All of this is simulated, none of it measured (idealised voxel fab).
The name of this process module is voxel air gaps.
Square cells of 5 nm make up the cross-section cut, whose width is 250 nm.
Cross-section = grid of square cells, listed top down in bands; band = one or more rows.
Each band's line starts with the height of the band's top and of its bottom, in nm. Then come its materials from left to right, each with its width in nm. One material with "everywhere" fills the band from edge to edge. "empty" is empty space.
Counting heights begins at 0, where everything beneath is, in the wafer as received, one material. The lowest band has no bottom; it goes on downwards, as "0 nm and below" shows.
When a width is written as two numbers, as in "30->40", the first number is the width in the top row of cells of the band and the second is the width in its bottom row, and the width changes by the same amount from each row to the next.
The designation "nothing got changed", where it is given for a processing step, indicates that no cell of the cross-section was altered in the course of that step.
The entry titled "Enclosed internal voids" provides the empty spaces that have no open way to the top, restricted to those of 8 cells or more. Each is presented as width x height at distance, the distance being measured from the left edge, with all three in nm.
Text after the settings on a step's line: the simulator's own remark on that step.
You can add "overlay nm" to a step's line. For a step with a mask, it describes how far the mask lay to the right of its planned position, and a negative number describes a lay to the left.
Note: before/after cross-section pairs follow, one process step per pair, after-side truncated at the lowest changed band, step and settings given beneath. Different runs of this module on the same starting wafer may supply the pairs; a pair continues the one above only where the "State on entry" entry says so.

State on entry
  50 nm to 45 nm: 40 of TiN / 10 of empty / 45 of TiN / 10 of empty / 45 of TiN / 10 of empty / 45 of TiN / 10 of empty / 35 of TiN
  45 nm to 20 nm: 35 of SiO2 / 5 of TiN / 10 of empty / 5 of TiN / 35 of SiO2 / 5 of TiN / 10 of empty / 5 of TiN / 35 of SiO2 / 5 of TiN / 10 of empty / 5 of TiN / 35 of SiO2 / 5 of TiN / 10 of empty / 5 of TiN / 30 of SiO2
  20 nm to 15 nm: 35 of SiO2 / 20 of TiN / 35 of SiO2 / 20 of TiN / 35 of SiO2 / 20 of TiN / 35 of SiO2 / 20 of TiN / 30 of SiO2
  15 nm to 10 nm: SiN everywhere
  10 nm to 0 nm: SiO2 everywhere
  0 nm and below: Si everywhere
  Enclosed internal voids: none

Section After Processing
  55 nm to 50 nm: W everywhere
  50 nm to 45 nm: 40 of TiN / 10 of W / 45 of TiN / 10 of W / 45 of TiN / 10 of W / 45 of TiN / 10 of W / 35 of TiN
  45 nm to 20 nm: 35 of SiO2 / 5 of TiN / 10 of W / 5 of TiN / 35 of SiO2 / 5 of TiN / 10 of W / 5 of TiN / 35 of SiO2 / 5 of TiN / 10 of W / 5 of TiN / 35 of SiO2 / 5 of TiN / 10 of W / 5 of TiN / 30 of SiO2
  Lower than 20, everything is as it was.
  Enclosed internal voids: none
Step linking the sections shown: FILL_DEP with material W, thk nm 5

State on entry: after-step cross-section of the pair just above applies.

Section After Processing
  45 nm to 20 nm: 35 of SiO2 / 5 of TiN / 10 of W / 5 of TiN / 35 of SiO2 / 5 of TiN / 10 of W / 5 of TiN / 35 of SiO2 / 5 of TiN / 10 of W / 5 of TiN / 35 of SiO2 / 5 of TiN / 10 of W / 5 of TiN / 30 of SiO2
  Lower than 20, everything is as it was.
  Enclosed internal voids: none
Step linking the sections shown: CMP with height nm 45

State on entry: after-step cross-section of the pair just above applies.

Section After Processing
  55 nm to 45 nm: 25 of empty / 40 of Ru / 15 of empty / 40 of Ru / 15 of empty / 40 of Ru / 15 of empty / 40 of Ru / 20 of empty
  Lower than 45, everything is as it was.
  Enclosed internal voids: none
Step linking the sections shown: EPI with material Ru, thk nm 10

State on entry: after-step cross-section of the pair just above applies.

Section After Processing
  55 nm to 45 nm: 25 of empty / 40 of Ru / 15 of empty / 40 of Ru / 15 of empty / 40 of Ru / 15 of empty / 40 of Ru / 20 of empty
  45 nm to 20 nm: 35 of empty / 5 of TiN / 10 of W / 5 of TiN / 35 of empty / 5 of TiN / 10 of W / 5 of TiN / 35 of empty / 5 of TiN / 10 of W / 5 of TiN / 35 of empty / 5 of TiN / 10 of W / 5 of TiN / 30 of empty
  20 nm to 15 nm: 35 of empty / 20 of TiN / 35 of empty / 20 of TiN / 35 of empty / 20 of TiN / 35 of empty / 20 of TiN / 30 of empty
  Lower than 15, everything is as it was.
  Enclosed internal voids: none
Step linking the sections shown: SELECTIVE_ETCH with etch materials SiO2, depth nm 40

State on entry: after-step cross-section of the pair just above applies.

Section After Processing
  60 nm to 55 nm: 20 of empty / 50 of SiCN / 5 of empty / 50 of SiCN / 5 of empty / 50 of SiCN / 5 of empty / 50 of SiCN / 15 of empty
  55 nm to 45 nm: 20 of empty / 5 of SiCN / 40 of Ru / 5 of SiCN / 5 of empty / 5 of SiCN / 40 of Ru / 5 of SiCN / 5 of empty / 5 of SiCN / 40 of Ru / 5 of SiCN / 5 of empty / 5 of SiCN / 40 of Ru / 5 of SiCN / 15 of empty
  45 nm to 40 nm: 20 of empty / 15 of SiCN / 5 of TiN / 10 of W / 5 of TiN / 15 of SiCN / 5 of empty / 15 of SiCN / 5 of TiN / 10 of W / 5 of TiN / 15 of SiCN / 5 of empty / 15 of SiCN / 5 of TiN / 10 of W / 5 of TiN / 15 of SiCN / 5 of empty / 15 of SiCN / 5 of TiN / 10 of W / 5 of TiN / 15 of SiCN / 15 of empty
  40 nm to 20 nm: 30 of empty / 5 of SiCN / 5 of TiN / 10 of W / 5 of TiN / 5 of SiCN / 25 of empty / 5 of SiCN / 5 of TiN / 10 of W / 5 of TiN / 5 of SiCN / 25 of empty / 5 of SiCN / 5 of TiN / 10 of W / 5 of TiN / 5 of SiCN / 25 of empty / 5 of SiCN / 5 of TiN / 10 of W / 5 of TiN / 5 of SiCN / 25 of empty
  20 nm to 15 nm: 35 of SiCN / 20 of TiN / 35 of SiCN / 20 of TiN / 35 of SiCN / 20 of TiN / 35 of SiCN / 20 of TiN / 30 of SiCN
  Lower than 15, everything is as it was.
  Enclosed internal voids: none
Step linking the sections shown: CONFORMAL_DEP with material SiCN, thk nm 5

State on entry
  45 nm to 15 nm: SiO2 everywhere
  15 nm to 10 nm: SiN everywhere
  10 nm to 0 nm: SiO2 everywhere
  0 nm and below: Si everywhere
  Enclosed internal voids: none

Section After Processing
  65 nm to 45 nm: 35 of resist / 25 of empty / 30 of resist / 25 of empty / 30 of resist / 25 of empty / 30 of resist / 25 of empty / 25 of resist
  Lower than 45, everything is as it was.
  Enclosed internal voids: none
Step linking the sections shown: PATTERN with tone open, mask id LINES, material resist, width nm 25, pitch nm 55, thk nm 20, overlay nm 5

State on entry: after-step cross-section of the pair just above applies.

Section After Processing
  65 nm to 45 nm: 35 of resist / 25 of empty / 30 of resist / 25 of empty / 30 of resist / 25 of empty / 30 of resist / 25 of empty / 25 of resist
  45 nm to 15 nm: 35 of SiO2 / 25 of empty / 30 of SiO2 / 25 of empty / 30 of SiO2 / 25 of empty / 30 of SiO2 / 25 of empty / 25 of SiO2
  Lower than 15, everything is as it was.
  Enclosed internal voids: none
Step linking the sections shown: DIRECTIONAL_ETCH with etch materials SiO2, depth nm 30

State on entry: after-step cross-section of the pair just above applies.

Section After Processing
  45 nm to 15 nm: 35 of SiO2 / 25 of empty / 30 of SiO2 / 25 of empty / 30 of SiO2 / 25 of empty / 30 of SiO2 / 25 of empty / 25 of SiO2
  Lower than 15, everything is as it was.
  Enclosed internal voids: none
Step linking the sections shown: STRIP with etch materials resist

State on entry: after-step cross-section of the pair just above applies.

Section After Processing
  50 nm to 45 nm: 40 of TiN / 15 of empty / 40 of TiN / 15 of empty / 40 of TiN / 15 of empty / 40 of TiN / 15 of empty / 30 of TiN
  45 nm to 20 nm: 35 of SiO2 / 5 of TiN / 15 of empty / 5 of TiN / 30 of SiO2 / 5 of TiN / 15 of empty / 5 of TiN / 30 of SiO2 / 5 of TiN / 15 of empty / 5 of TiN / 30 of SiO2 / 5 of TiN / 15 of empty / 5 of TiN / 25 of SiO2
  20 nm to 15 nm: 35 of SiO2 / 25 of TiN / 30 of SiO2 / 25 of TiN / 30 of SiO2 / 25 of TiN / 30 of SiO2 / 25 of TiN / 25 of SiO2
  Lower than 15, everything is as it was.
  Enclosed internal voids: none
Step linking the sections shown: CONFORMAL_DEP with material TiN, thk nm 5

State on entry: after-step cross-section of the pair just above applies.

Section After Processing
  55 nm to 50 nm: W everywhere
  50 nm to 45 nm: 40 of TiN / 15 of W / 40 of TiN / 15 of W / 40 of TiN / 15 of W / 40 of TiN / 15 of W / 30 of TiN
  45 nm to 20 nm: 35 of SiO2 / 5 of TiN / 15 of W / 5 of TiN / 30 of SiO2 / 5 of TiN / 15 of W / 5 of TiN / 30 of SiO2 / 5 of TiN / 15 of W / 5 of TiN / 30 of SiO2 / 5 of TiN / 15 of W / 5 of TiN / 25 of SiO2
  Lower than 20, everything is as it was.
  Enclosed internal voids: none
Step linking the sections shown: FILL_DEP with material W, thk nm 5

State on entry: after-step cross-section of the pair just above applies.

Section After Processing
  45 nm to 20 nm: 35 of SiO2 / 5 of TiN / 15 of W / 5 of TiN / 30 of SiO2 / 5 of TiN / 15 of W / 5 of TiN / 30 of SiO2 / 5 of TiN / 15 of W / 5 of TiN / 30 of SiO2 / 5 of TiN / 15 of W / 5 of TiN / 25 of SiO2
  Lower than 20, everything is as it was.
  Enclosed internal voids: none
Step linking the sections shown: CMP with height nm 45

State on entry: after-step cross-section of the pair just above applies.

Section After Processing
  55 nm to 45 nm: 25 of empty / 45 of Ru / 10 of empty / 45 of Ru / 10 of empty / 45 of Ru / 10 of empty / 45 of Ru / 15 of empty
  Lower than 45, everything is as it was.
  Enclosed internal voids: none
Step linking the sections shown: EPI with material Ru, thk nm 10

State on entry: after-step cross-section of the pair just above applies.

Section After Processing
  55 nm to 45 nm: 25 of empty / 45 of Ru / 10 of empty / 45 of Ru / 10 of empty / 45 of Ru / 10 of empty / 45 of Ru / 15 of empty
  45 nm to 20 nm: 35 of empty / 5 of TiN / 15 of W / 5 of TiN / 30 of empty / 5 of TiN / 15 of W / 5 of TiN / 30 of empty / 5 of TiN / 15 of W / 5 of TiN / 30 of empty / 5 of TiN / 15 of W / 5 of TiN / 25 of empty
  20 nm to 15 nm: 35 of empty / 25 of TiN / 30 of empty / 25 of TiN / 30 of empty / 25 of TiN / 30 of empty / 25 of TiN / 25 of empty
  Lower than 15, everything is as it was.
  Enclosed internal voids: none
Step linking the sections shown: SELECTIVE_ETCH with etch materials SiO2, depth nm 40

State on entry: after-step cross-section of the pair just above applies.

Section After Processing
  60 nm to 55 nm: 20 of empty / 220 of SiCN / 10 of empty
  55 nm to 45 nm: 20 of empty / 5 of SiCN / 45 of Ru / 10 of SiCN / 45 of Ru / 10 of SiCN / 45 of Ru / 10 of SiCN / 45 of Ru / 5 of SiCN / 10 of empty
  45 nm to 40 nm: 20 of empty / 15 of SiCN / 5 of TiN / 15 of W / 5 of TiN / 30 of SiCN / 5 of TiN / 15 of W / 5 of TiN / 30 of SiCN / 5 of TiN / 15 of W / 5 of TiN / 30 of SiCN / 5 of TiN / 15 of W / 5 of TiN / 15 of SiCN / 10 of empty
  40 nm to 20 nm: 30 of empty / 5 of SiCN / 5 of TiN / 15 of W / 5 of TiN / 5 of SiCN / 20 of empty / 5 of SiCN / 5 of TiN / 15 of W / 5 of TiN / 5 of SiCN / 20 of empty / 5 of SiCN / 5 of TiN / 15 of W / 5 of TiN / 5 of SiCN / 20 of empty / 5 of SiCN / 5 of TiN / 15 of W / 5 of TiN / 5 of SiCN / 20 of empty
  20 nm to 15 nm: 35 of SiCN / 25 of TiN / 30 of SiCN / 25 of TiN / 30 of SiCN / 25 of TiN / 30 of SiCN / 25 of TiN / 25 of SiCN
  Lower than 15, everything is as it was.
  Enclosed internal voids: 20 x 20 at 65; 20 x 20 at 120; 20 x 20 at 175
Step linking the sections shown: CONFORMAL_DEP with material SiCN, thk nm 5

State on entry
  50 nm to 45 nm: 35 of TiN / 15 of empty / 40 of TiN / 15 of empty / 40 of TiN / 15 of empty / 40 of TiN / 15 of empty / 35 of TiN
  45 nm to 20 nm: 30 of SiO2 / 5 of TiN / 15 of empty / 5 of TiN / 30 of SiO2 / 5 of TiN / 15 of empty / 5 of TiN / 30 of SiO2 / 5 of TiN / 15 of empty / 5 of TiN / 30 of SiO2 / 5 of TiN / 15 of empty / 5 of TiN / 30 of SiO2
  20 nm to 15 nm: 30 of SiO2 / 25 of TiN / 30 of SiO2 / 25 of TiN / 30 of SiO2 / 25 of TiN / 30 of SiO2 / 25 of TiN / 30 of SiO2
  15 nm to 10 nm: SiN everywhere
  10 nm to 0 nm: SiO2 everywhere
  0 nm and below: Si everywhere
  Enclosed internal voids: none

Section After Processing
  55 nm to 50 nm: SiN everywhere
  50 nm to 45 nm: 35 of TiN / 15 of SiN / 40 of TiN / 15 of SiN / 40 of TiN / 15 of SiN / 40 of TiN / 15 of SiN / 35 of TiN
  45 nm to 20 nm: 30 of SiO2 / 5 of TiN / 15 of SiN / 5 of TiN / 30 of SiO2 / 5 of TiN / 15 of SiN / 5 of TiN / 30 of SiO2 / 5 of TiN / 15 of SiN / 5 of TiN / 30 of SiO2 / 5 of TiN / 15 of SiN / 5 of TiN / 30 of SiO2
  Lower than 20, everything is as it was.
  Enclosed internal voids: none
Step linking the sections shown: FILL_DEP with material SiN, thk nm 5

State on entry: after-step cross-section of the pair just above applies.

Section After Processing
  45 nm to 20 nm: 30 of SiO2 / 5 of TiN / 15 of SiN / 5 of TiN / 30 of SiO2 / 5 of TiN / 15 of SiN / 5 of TiN / 30 of SiO2 / 5 of TiN / 15 of SiN / 5 of TiN / 30 of SiO2 / 5 of TiN / 15 of SiN / 5 of TiN / 30 of SiO2
  Lower than 20, everything is as it was.
  Enclosed internal voids: none
Step linking the sections shown: CMP with height nm 45

State on entry: after-step cross-section of the pair just above applies.

Section After Processing
  55 nm to 45 nm: 20 of empty / 45 of Ru / 10 of empty / 45 of Ru / 10 of empty / 45 of Ru / 10 of empty / 45 of Ru / 20 of empty
  Lower than 45, everything is as it was.
  Enclosed internal voids: none
Step linking the sections shown: EPI with material Ru, thk nm 10

State on entry: after-step cross-section of the pair just above applies.

Section After Processing
  55 nm to 45 nm: 20 of empty / 45 of Ru / 10 of empty / 45 of Ru / 10 of empty / 45 of Ru / 10 of empty / 45 of Ru / 20 of empty
  45 nm to 20 nm: 30 of empty / 5 of TiN / 15 of SiN / 5 of TiN / 30 of empty / 5 of TiN / 15 of SiN / 5 of TiN / 30 of empty / 5 of TiN / 15 of SiN / 5 of TiN / 30 of empty / 5 of TiN / 15 of SiN / 5 of TiN / 30 of empty
  20 nm to 15 nm: 30 of empty / 25 of TiN / 30 of empty / 25 of TiN / 30 of empty / 25 of TiN / 30 of empty / 25 of TiN / 30 of empty
  Lower than 15, everything is as it was.
  Enclosed internal voids: none
Step linking the sections shown: SELECTIVE_ETCH with etch materials SiO2, depth nm 40

State on entry: after-step cross-section of the pair just above applies.

Section After Processing
  60 nm to 55 nm: 15 of empty / 220 of SiCN / 15 of empty
  55 nm to 45 nm: 15 of empty / 5 of SiCN / 45 of Ru / 10 of SiCN / 45 of Ru / 10 of SiCN / 45 of Ru / 10 of SiCN / 45 of Ru / 5 of SiCN / 15 of empty
  45 nm to 40 nm: 15 of empty / 15 of SiCN / 5 of TiN / 15 of SiN / 5 of TiN / 30 of SiCN / 5 of TiN / 15 of SiN / 5 of TiN / 30 of SiCN / 5 of TiN / 15 of SiN / 5 of TiN / 30 of SiCN / 5 of TiN / 15 of SiN / 5 of TiN / 15 of SiCN / 15 of empty
  40 nm to 20 nm: 25 of empty / 5 of SiCN / 5 of TiN / 15 of SiN / 5 of TiN / 5 of SiCN / 20 of empty / 5 of SiCN / 5 of TiN / 15 of SiN / 5 of TiN / 5 of SiCN / 20 of empty / 5 of SiCN / 5 of TiN / 15 of SiN / 5 of TiN / 5 of SiCN / 20 of empty / 5 of SiCN / 5 of TiN / 15 of SiN / 5 of TiN / 5 of SiCN / 25 of empty
  20 nm to 15 nm: 30 of SiCN / 25 of TiN / 30 of SiCN / 25 of TiN / 30 of SiCN / 25 of TiN / 30 of SiCN / 25 of TiN / 30 of SiCN
  Lower than 15, everything is as it was.
  Enclosed internal voids: 20 x 20 at 60; 20 x 20 at 115; 20 x 20 at 170
Step linking the sections shown: CONFORMAL_DEP with material SiCN, thk nm 5

State on entry
  45 nm to 15 nm: SiO2 everywhere
  15 nm to 10 nm: SiN everywhere
  10 nm to 0 nm: SiO2 everywhere
  0 nm and below: Si everywhere
  Enclosed internal voids: none

Section After Processing
  65 nm to 45 nm: 30 of empty / 25 of resist / 30 of empty / 25 of resist / 30 of empty / 25 of resist / 30 of empty / 25 of resist / 30 of empty
  Lower than 45, everything is as it was.
  Enclosed internal voids: none
Step linking the sections shown: PATTERN with tone cover, mask id LINES, material resist, width nm 25, pitch nm 55, thk nm 20, overlay nm 0

State on entry: after-step cross-section of the pair just above applies.

Section After Processing
  65 nm to 45 nm: 30 of empty / 25 of resist / 30 of empty / 25 of resist / 30 of empty / 25 of resist / 30 of empty / 25 of resist / 30 of empty
  45 nm to 15 nm: 30 of empty / 25 of SiO2 / 30 of empty / 25 of SiO2 / 30 of empty / 25 of SiO2 / 30 of empty / 25 of SiO2 / 30 of empty
  Lower than 15, everything is as it was.
  Enclosed internal voids: none
Step linking the sections shown: DIRECTIONAL_ETCH with etch materials SiO2, depth nm 30

State on entry: after-step cross-section of the pair just above applies.

Section After Processing
  45 nm to 15 nm: 30 of empty / 25 of SiO2 / 30 of empty / 25 of SiO2 / 30 of empty / 25 of SiO2 / 30 of empty / 25 of SiO2 / 30 of empty
  Lower than 15, everything is as it was.
  Enclosed internal voids: none
Step linking the sections shown: STRIP with etch materials resist

State on entry: after-step cross-section of the pair just above applies.

Section After Processing
  50 nm to 45 nm: 25 of empty / 35 of TiN / 20 of empty / 35 of TiN / 20 of empty / 35 of TiN / 20 of empty / 35 of TiN / 25 of empty
  45 nm to 20 nm: 25 of empty / 5 of TiN / 25 of SiO2 / 5 of TiN / 20 of empty / 5 of TiN / 25 of SiO2 / 5 of TiN / 20 of empty / 5 of TiN / 25 of SiO2 / 5 of TiN / 20 of empty / 5 of TiN / 25 of SiO2 / 5 of TiN / 25 of empty
  20 nm to 15 nm: 30 of TiN / 25 of SiO2 / 30 of TiN / 25 of SiO2 / 30 of TiN / 25 of SiO2 / 30 of TiN / 25 of SiO2 / 30 of TiN
  Lower than 15, everything is as it was.
  Enclosed internal voids: none
Step linking the sections shown: CONFORMAL_DEP with material TiN, thk nm 5

State on entry: after-step cross-section of the pair just above applies.

Section After Processing
  55 nm to 50 nm: W everywhere
  50 nm to 45 nm: 25 of W / 35 of TiN / 20 of W / 35 of TiN / 20 of W / 35 of TiN / 20 of W / 35 of TiN / 25 of W
  45 nm to 20 nm: 25 of W / 5 of TiN / 25 of SiO2 / 5 of TiN / 20 of W / 5 of TiN / 25 of SiO2 / 5 of TiN / 20 of W / 5 of TiN / 25 of SiO2 / 5 of TiN / 20 of W / 5 of TiN / 25 of SiO2 / 5 of TiN / 25 of W
  Lower than 20, everything is as it was.
  Enclosed internal voids: none
Step linking the sections shown: FILL_DEP with material W, thk nm 5

State on entry: after-step cross-section of the pair just above applies.

Section After Processing
  45 nm to 20 nm: 25 of W / 5 of TiN / 25 of SiO2 / 5 of TiN / 20 of W / 5 of TiN / 25 of SiO2 / 5 of TiN / 20 of W / 5 of TiN / 25 of SiO2 / 5 of TiN / 20 of W / 5 of TiN / 25 of SiO2 / 5 of TiN / 25 of W
  Lower than 20, everything is as it was.
  Enclosed internal voids: none
Step linking the sections shown: CMP with height nm 45

State on entry: after-step cross-section of the pair just above applies.

Section After Processing
  55 nm to 45 nm: 40 of Ru / 5 of empty / 50 of Ru / 5 of empty / 50 of Ru / 5 of empty / 50 of Ru / 5 of empty / 40 of Ru
  Lower than 45, everything is as it was.
  Enclosed internal voids: none
Step linking the sections shown: EPI with material Ru, thk nm 10

State on entry: after-step cross-section of the pair just above applies.

Section After Processing
  55 nm to 45 nm: 40 of Ru / 5 of empty / 50 of Ru / 5 of empty / 50 of Ru / 5 of empty / 50 of Ru / 5 of empty / 40 of Ru
  45 nm to 20 nm: 25 of W / 5 of TiN / 25 of empty / 5 of TiN / 20 of W / 5 of TiN / 25 of empty / 5 of TiN / 20 of W / 5 of TiN / 25 of empty / 5 of TiN / 20 of W / 5 of TiN / 25 of empty / 5 of TiN / 25 of W
  20 nm to 15 nm: 30 of TiN / 25 of empty / 30 of TiN / 25 of empty / 30 of TiN / 25 of empty / 30 of TiN / 25 of empty / 30 of TiN
  Lower than 15, everything is as it was.
  Enclosed internal voids: none
Step linking the sections shown: SELECTIVE_ETCH with etch materials SiO2, depth nm 40

State on entry: after-step cross-section of the pair just above applies.

Section After Processing
  60 nm to 55 nm: SiCN everywhere
  55 nm to 45 nm: 40 of Ru / 5 of SiCN / 50 of Ru / 5 of SiCN / 50 of Ru / 5 of SiCN / 50 of Ru / 5 of SiCN / 40 of Ru
  45 nm to 40 nm: 25 of W / 5 of TiN / 25 of SiCN / 5 of TiN / 20 of W / 5 of TiN / 25 of SiCN / 5 of TiN / 20 of W / 5 of TiN / 25 of SiCN / 5 of TiN / 20 of W / 5 of TiN / 25 of SiCN / 5 of TiN / 25 of W
  40 nm to 20 nm: 25 of W / 5 of TiN / 5 of SiCN / 15 of empty / 5 of SiCN / 5 of TiN / 20 of W / 5 of TiN / 5 of SiCN / 15 of empty / 5 of SiCN / 5 of TiN / 20 of W / 5 of TiN / 5 of SiCN / 15 of empty / 5 of SiCN / 5 of TiN / 20 of W / 5 of TiN / 5 of SiCN / 15 of empty / 5 of SiCN / 5 of TiN / 25 of W
  20 nm to 15 nm: 30 of TiN / 25 of SiCN / 30 of TiN / 25 of SiCN / 30 of TiN / 25 of SiCN / 30 of TiN / 25 of SiCN / 30 of TiN
  Lower than 15, everything is as it was.
  Enclosed internal voids: 15 x 20 at 35; 15 x 20 at 90; 15 x 20 at 145; 15 x 20 at 200
Step linking the sections shown: CONFORMAL_DEP with material SiCN, thk nm 5
